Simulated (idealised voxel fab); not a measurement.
Process module heading - voxel wiring stack
Displayed cross-section: cut, width of 215 nm, square cells sized 5 nm.
Bands, listed from the top down, are how a cross-section gets written in this document; the cross-section itself is a grid of square cells, and a band is one or more rows of them. Within each band entry, the heights of the top and of the bottom of the band appear first, in that order and in nm; the materials of the band then follow from left to right, each with its corresponding width in nm. The designation "throughout" on a single material indicates that it fills the band from edge to edge; the designation "air" indicates empty space. Where do heights start? At 0: under that level the wafer as delivered is made of one material only. And the lowest band has no floor; it just carries on downward, as in "z 0 and below". When a width is written as two numbers, as in "30 to 40", the first number is the width in the top row of cells of the band and the second is the width in its bottom row, and the width changes by the same amount from each row to the next. Any step labelled "nothing different" changed none of the cells in the cross-section. In "Internal closed voids" the enclosed voids are listed, meaning empty spaces of 8 cells or larger without any opening to the top. The form is width x height at distance, distance from the left edge, units nm. Read whatever lies past the settings on a step's line as the simulator's own remark about the step. Among the settings permitted on a step's line is "overlay nm"; applied to a step with a mask, it specifies the extent to which the mask lay to the right of its planned position, whereas a negative figure signifies a position to the left.
**This section lists the process steps that were planned**
1,RECEIVE,material Si
2,CONFORMAL_DEP,material SiO2,thk nm 15
3,DIRECTIONAL_DEP,material TiN,thk nm 5
4,DIRECTIONAL_DEP,material Ru,thk nm 25
5,PATTERN,tone cover,mask id METAL_1,material resist,width nm 25,pitch nm 45,thk nm 20,overlay nm 0
6,DIRECTIONAL_ETCH,etch materials Ru,depth nm 25
7,DIRECTIONAL_ETCH,etch materials TiN,depth nm 5
8,STRIP,etch materials resist
9,FILL_DEP,material lowk,thk nm 5
10,CMP,height nm 45
11,CONFORMAL_DEP,material SiCN,thk nm 5
12,DIRECTIONAL_DEP,material lowk,thk nm 20
13,PATTERN,tone open,mask id PLUG_1,material resist,width nm 15,pitch nm 45,thk nm 20,overlay nm -15
14,DIRECTIONAL_ETCH,etch materials lowk,depth nm 20
15,DIRECTIONAL_ETCH,etch materials SiCN,depth nm 5
16,STRIP,etch materials resist
17,EPI,material Ru,thk nm 10
18,EPI,material Ru,thk nm 10
19,EPI,material Ru,thk nm 5
20,DIRECTIONAL_DEP,material TiN,thk nm 5
21,DIRECTIONAL_DEP,material W,thk nm 15
22,PATTERN,tone cover,mask id METAL_2,material resist,width nm 25,pitch nm 45,thk nm 15,overlay nm 0
23,DIRECTIONAL_ETCH,etch materials W,depth nm 15
24,DIRECTIONAL_ETCH,etch materials TiN,depth nm 5
25,STRIP,etch materials resist
26,CONFORMAL_DEP,material SiN,thk nm 5
27,FILL_DEP,material SiO2,thk nm 5
28,CMP,height nm 90
29,CONFORMAL_DEP,material SiN,thk nm 5
Across this set of wafers, the varied parameter is the overlay nm of step 13. Starting conditions are identical for every wafer, and the plan reports the value assigned to the first wafer.
**Incoming state of the first of several wafers in cross-section: after step 1**
	z 0 and below  Si throughout
	Internal closed voids: none
**Here's the first of several wafers in cross-section, end of the module, after the last step, step 29**
	z 95 to 90  SiN throughout
	z 90 to 75  SiO2 (45), then SiN (5), then W (25), then SiN (5), then SiO2 (10), then SiN (5), then W (25), then SiN (5), then SiO2 (10), then SiN (5), then W (25), then SiN (5), then SiO2 (45)
	z 75 to 70  SiN (40), then SiO2 (5), then SiN (5), then TiN (25), then SiN (10), then SiO2 (5), then SiN (5), then TiN (25), then SiN (10), then SiO2 (5), then SiN (5), then TiN (25), then SiN (50)
	z 70 to 50  lowk (35), then SiN (5), then SiO2 (5), then SiN (5), then lowk (30), then SiN (5), then SiO2 (5), then SiN (5), then lowk (30), then SiN (5), then SiO2 (5), then SiN (5), then lowk (75)
	z 50 to 45  SiCN (35), then SiN (15), then SiCN (30), then SiN (15), then SiCN (30), then SiN (15), then SiCN (75)
	z 45 to 20  lowk (50), then Ru (25), then lowk (20), then Ru (25), then lowk (20), then Ru (25), then lowk (50)
	z 20 to 15  lowk (50), then TiN (25), then lowk (20), then TiN (25), then lowk (20), then TiN (25), then lowk (50)
	z 15 to 0  SiO2 throughout
	z 0 and below  Si throughout
	Internal closed voids: none
**Cross-section of the last wafer at end of module**
	z 95 to 90  SiN throughout
	z 90 to 75  SiO2 (45), then SiN (5), then W (25), then SiN (5), then SiO2 (10), then SiN (5), then W (25), then SiN (5), then SiO2 (10), then SiN (5), then W (25), then SiN (5), then SiO2 (45)
	z 75 to 70  SiN (50), then TiN (25), then SiN (20), then TiN (25), then SiN (20), then TiN (25), then SiN (50)
	z 70 to 50  lowk (65), then Ru (15), then lowk (30), then Ru (15), then lowk (30), then Ru (15), then lowk (45)
	z 50 to 45  SiCN (65), then Ru (15), then SiCN (30), then Ru (15), then SiCN (30), then Ru (15), then SiCN (45)
	z 45 to 20  lowk (50), then Ru (25), then lowk (20), then Ru (25), then lowk (20), then Ru (25), then lowk (50)
	z 20 to 15  lowk (50), then TiN (25), then lowk (20), then TiN (25), then lowk (20), then TiN (25), then lowk (50)
	z 15 to 0  SiO2 throughout
	z 0 and below  Si throughout
	Internal closed voids: none
**Note: the following table is arranged by wafer, a row apiece. Each row reports the end-of-module state: per material, cells gained (+) or cells lost (-) compared with the wafer as received; closed voids follow**
overlay nm -15 | +75 Ru | +34 SiCN | +119 SiN | +210 SiO2 | +30 TiN | +45 W | +304 lowk | Internal closed voids: none
overlay nm -10 | +120 Ru | +34 SiCN | +89 SiN | +195 SiO2 | +30 TiN | +45 W | +304 lowk | Internal closed voids: none
overlay nm -5 | +120 Ru | +34 SiCN | +89 SiN | +195 SiO2 | +30 TiN | +45 W | +304 lowk | Internal closed voids: none
overlay nm 0 | +120 Ru | +34 SiCN | +89 SiN | +195 SiO2 | +30 TiN | +45 W | +304 lowk | Internal closed voids: none
overlay nm 5 | +120 Ru | +34 SiCN | +89 SiN | +195 SiO2 | +30 TiN | +45 W | +304 lowk | Internal closed voids: none
overlay nm 10 | +120 Ru | +34 SiCN | +89 SiN | +195 SiO2 | +30 TiN | +45 W | +304 lowk | Internal closed voids: none
overlay nm 15 | +120 Ru | +34 SiCN | +89 SiN | +195 SiO2 | +30 TiN | +45 W | +304 lowk | Internal closed voids: none
